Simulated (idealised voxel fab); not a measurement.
process module | voxel wiring stack
cross-section cut | 230 nm wide | cells 5 nm
A cross-section is a grid of square cells, given in bands from the top down. A band is one or more rows of cells.
Each band's line starts with the height of the band's top and of its bottom, in nm. Then come its materials from left to right, each with its width in nm. One material with "throughout" fills the band from edge to edge. "air" is empty space.
Height 0 is the level under which the wafer as received is all one material. The lowest band goes on downwards, as in "0 down".
A width such as "30 to 40" changes by the same amount from each row of cells to the next, from the band's top row to its bottom row.
"no change" after a step means that no cell of the cross-section changed.
closed voids: empty space of 8 cells or more with no open way to the top, each as width x height at its distance from the left edge, in nm
after a step's settings: what the simulator itself notes on the step
overlay nm, on a step with a mask: how far to the right of its planned place the mask lay; to the left if negative
plan
1 op RECEIVE | material Si
2 op CONFORMAL_DEP | material SiO2 | thk nm 10
3 op DIRECTIONAL_DEP | material TiN | thk nm 5
4 op DIRECTIONAL_DEP | material W | thk nm 20
5 op DIRECTIONAL_DEP | material aC | thk nm 10
6 op PATTERN | tone cover | mask id METAL_1 | material resist | width nm 25 | pitch nm 55 | thk nm 30 | overlay nm 0
7 op DIRECTIONAL_ETCH | etch materials aC | depth nm 10
8 op STRIP | etch materials resist
9 op DIRECTIONAL_ETCH | etch materials W | depth nm 20
10 op DIRECTIONAL_ETCH | etch materials TiN | depth nm 5
11 op STRIP | etch materials aC
12 op CONFORMAL_DEP | material SiN | thk nm 5
13 op FILL_DEP | material lowk | thk nm 5
14 op CMP | height nm 35
15 op CONFORMAL_DEP | material SiCN | thk nm 5
16 op DIRECTIONAL_DEP | material lowk | thk nm 30
17 op DIRECTIONAL_DEP | material aC | thk nm 15
18 op PATTERN | tone open | mask id METAL_2_HOLES | material resist | width nm 15 | pitch nm 110 | thk nm 35 | overlay nm 0
19 op DIRECTIONAL_ETCH | etch materials aC | depth nm 15
20 op STRIP | etch materials resist
21 op DIRECTIONAL_ETCH | etch materials lowk | depth nm 30
22 op STRIP | etch materials aC
23 op DIRECTIONAL_DEP | material aC | thk nm 10
24 op PATTERN | tone open | mask id METAL_2 | material resist | width nm 25 | pitch nm 55 | thk nm 25 | overlay nm 0
25 op DIRECTIONAL_ETCH | etch materials aC | depth nm 10
26 op STRIP | etch materials resist
27 op DIRECTIONAL_ETCH | etch materials lowk | depth nm 20
28 op DIRECTIONAL_ETCH | etch materials SiCN | depth nm 5
29 op STRIP | etch materials aC
30 op CONFORMAL_DEP | material TiN | thk nm 5
31 op FILL_DEP | material Cu | thk nm 10
32 op CMP | height nm 70
33 op CONFORMAL_DEP | material SiCN | thk nm 5
34 op DIRECTIONAL_DEP | material SiO2 | thk nm 30
35 op MASKED_ETCH | tone open | mask id METAL_3_HOLES | width nm 15 | pitch nm 110 | etch materials SiO2 | depth nm 30 | overlay nm 0
36 op PATTERN | tone open | mask id METAL_3 | material resist | width nm 25 | pitch nm 55 | thk nm 15 | overlay nm 0
37 op DIRECTIONAL_ETCH | etch materials SiO2 | depth nm 15
38 op DIRECTIONAL_ETCH | etch materials SiCN | depth nm 5
39 op STRIP | etch materials resist
40 op CONFORMAL_DEP | material TiN | thk nm 5
41 op FILL_DEP | material Cu | thk nm 10
42 op CMP | height nm 105
43 op CONFORMAL_DEP | material SiCN | thk nm 5
44 op DIRECTIONAL_DEP | material SiO2 | thk nm 15
45 op PATTERN | tone open | mask id PLUG_3 | material resist | width nm 15 | pitch nm 55 | thk nm 15 | overlay nm 0
46 op DIRECTIONAL_ETCH | etch materials SiO2 | depth nm 15
47 op DIRECTIONAL_ETCH | etch materials SiCN | depth nm 5
48 op STRIP | etch materials resist
49 op EPI | material Ru | thk nm 10
50 op EPI | material Ru | thk nm 10
51 op DIRECTIONAL_DEP | material TiN | thk nm 5
52 op DIRECTIONAL_DEP | material Ru | thk nm 20
53 op DIRECTIONAL_DEP | material aC | thk nm 15
54 op PATTERN | tone cover | mask id METAL_4 | material resist | width nm 25 | pitch nm 55 | thk nm 35 | overlay nm 0
55 op DIRECTIONAL_ETCH | etch materials aC | depth nm 15
56 op STRIP | etch materials resist
57 op DIRECTIONAL_ETCH | etch materials Ru | depth nm 20
58 op DIRECTIONAL_ETCH | etch materials TiN | depth nm 5
59 op STRIP | etch materials aC
60 op CONFORMAL_DEP | material SiCN | thk nm 5
61 op FILL_DEP | material lowk | thk nm 5
62 op CMP | height nm 150
63 op CONFORMAL_DEP | material SiCN | thk nm 5
as received, after step 1
  0 down: Si throughout
  closed voids: none
first wafer at the end, as planned
  155 to 150: SiCN throughout
  150 to 130: lowk 15 | SiCN 5 | Ru 25 | SiCN 5 | lowk 20 | SiCN 5 | Ru 25 | SiCN 5 | lowk 20 | SiCN 5 | Ru 25 | SiCN 5 | lowk 20 | SiCN 5 | Ru 25 | SiCN 5 | lowk 15
  130 to 125: SiCN 20 | TiN 25 | SiCN 30 | TiN 25 | SiCN 30 | TiN 25 | SiCN 30 | TiN 25 | SiCN 20
  125 to 110: SiO2 20 | Ru 15 | SiO2 40 | Ru 15 | SiO2 40 | Ru 15 | SiO2 40 | Ru 15 | SiO2 30
  110 to 105: SiCN 20 | Ru 15 | SiCN 40 | Ru 15 | SiCN 40 | Ru 15 | SiCN 40 | Ru 15 | SiCN 30
  105 to 95: SiO2 20 | TiN 5 | Cu 15 | TiN 5 | SiO2 30 | TiN 5 | Cu 15 | TiN 5 | SiO2 30 | TiN 5 | Cu 15 | TiN 5 | SiO2 30 | TiN 5 | Cu 15 | TiN 5 | SiO2 20
  95 to 90: SiO2 20 | TiN 5 | Cu 5 | TiN 15 | SiO2 30 | TiN 25 | SiO2 30 | TiN 5 | Cu 5 | TiN 15 | SiO2 30 | TiN 25 | SiO2 20
  90 to 75: SiO2 20 | TiN 5 | Cu 5 | TiN 5 | SiO2 95 | TiN 5 | Cu 5 | TiN 5 | SiO2 85
  75 to 70: SiCN 20 | TiN 15 | SiCN 95 | TiN 15 | SiCN 85
  70 to 55: lowk 20 | TiN 5 | Cu 15 | TiN 5 | lowk 30 | TiN 5 | Cu 15 | TiN 5 | lowk 30 | TiN 5 | Cu 15 | TiN 5 | lowk 30 | TiN 5 | Cu 15 | TiN 5 | lowk 20
  55 to 50: lowk 20 | TiN 5 | Cu 5 | TiN 15 | lowk 30 | TiN 25 | lowk 30 | TiN 5 | Cu 5 | TiN 15 | lowk 30 | TiN 25 | lowk 20
  50 to 40: lowk 20 | TiN 5 | Cu 5 | TiN 5 | lowk 95 | TiN 5 | Cu 5 | TiN 5 | lowk 85
  40 to 35: SiCN 20 | TiN 15 | SiCN 95 | TiN 15 | SiCN 85
  35 to 15: lowk 15 | SiN 5 | W 25 | SiN 5 | lowk 20 | SiN 5 | W 25 | SiN 5 | lowk 20 | SiN 5 | W 25 | SiN 5 | lowk 20 | SiN 5 | W 25 | SiN 5 | lowk 15
  15 to 10: SiN 20 | TiN 25 | SiN 30 | TiN 25 | SiN 30 | TiN 25 | SiN 30 | TiN 25 | SiN 20
  10 to 0: SiO2 throughout
  0 down: Si throughout
  closed voids: none
second wafer at the end: like start, like plan, one mistake
  155 to 150: SiCN throughout
  150 to 135: lowk 15 | SiCN 5 | Ru 25 | SiCN 5 | lowk 35 | SiCN 5 | Ru 10 | SiCN 5 | lowk 20 | SiCN 5 | Ru 25 | SiCN 5 | lowk 35 | SiCN 5 | Ru 10 | SiCN 5 | lowk 15
  135 to 130: lowk 15 | SiCN 5 | Ru 25 | SiCN 5 | lowk 20 | SiCN 20 | Ru 10 | SiCN 5 | lowk 20 | SiCN 5 | Ru 25 | SiCN 5 | lowk 20 | SiCN 20 | Ru 10 | SiCN 5 | lowk 15
  130 to 125: SiCN 20 | TiN 25 | SiCN 30 | Ru 15 | TiN 10 | SiCN 30 | TiN 25 | SiCN 30 | Ru 15 | TiN 10 | SiCN 20
  125 to 110: SiO2 20 | Ru 15 | SiO2 40 | Ru 15 | SiO2 40 | Ru 15 | SiO2 40 | Ru 15 | SiO2 30
  110 to 105: SiCN 20 | Ru 15 | SiCN 40 | TiN 15 | SiCN 40 | Ru 15 | SiCN 40 | TiN 15 | SiCN 30
  105 to 95: Cu 30 | TiN 5 | SiO2 10 | TiN 5 | Cu 20 | TiN 5 | SiO2 25 | TiN 5 | Cu 35 | TiN 5 | SiO2 10 | TiN 5 | Cu 20 | TiN 5 | SiO2 25 | TiN 5 | Cu 15
  95 to 90: TiN 25 | Cu 5 | TiN 5 | SiO2 10 | TiN 30 | SiO2 25 | TiN 35 | Cu 5 | TiN 5 | SiO2 10 | TiN 30 | SiO2 25 | TiN 20
  90 to 80: SiO2 20 | TiN 5 | Cu 5 | TiN 5 | SiO2 95 | TiN 5 | Cu 5 | TiN 5 | SiO2 85
  80 to 75: SiO2 20 | TiN 15 | SiO2 95 | TiN 15 | SiO2 85
  75 to 70: SiCN throughout
  70 to 55: lowk 20 | TiN 5 | Cu 15 | TiN 5 | lowk 30 | TiN 5 | Cu 15 | TiN 5 | lowk 30 | TiN 5 | Cu 15 | TiN 5 | lowk 30 | TiN 5 | Cu 15 | TiN 5 | lowk 20
  55 to 50: lowk 20 | TiN 5 | Cu 5 | TiN 15 | lowk 30 | TiN 25 | lowk 30 | TiN 5 | Cu 5 | TiN 15 | lowk 30 | TiN 25 | lowk 20
  50 to 40: lowk 20 | TiN 5 | Cu 5 | TiN 5 | lowk 95 | TiN 5 | Cu 5 | TiN 5 | lowk 85
  40 to 35: SiCN 20 | TiN 15 | SiCN 95 | TiN 15 | SiCN 85
  35 to 15: lowk 15 | SiN 5 | W 25 | SiN 5 | lowk 20 | SiN 5 | W 25 | SiN 5 | lowk 20 | SiN 5 | W 25 | SiN 5 | lowk 20 | SiN 5 | W 25 | SiN 5 | lowk 15
  15 to 10: SiN 20 | TiN 25 | SiN 30 | TiN 25 | SiN 30 | TiN 25 | SiN 30 | TiN 25 | SiN 20
  10 to 0: SiO2 throughout
  0 down: Si throughout
  closed voids: none
what went wrong: step 36 ran as: op PATTERN | tone cover | mask id METAL_3 | material resist | width nm 25 | pitch nm 55 | thk nm 15 | overlay nm 0
at the end the second wafer has, in cells: 22 more of Cu | 24 fewer of Ru | 12 more of SiCN | 36 fewer of SiO2 | 8 more of TiN | 18 more of lowk
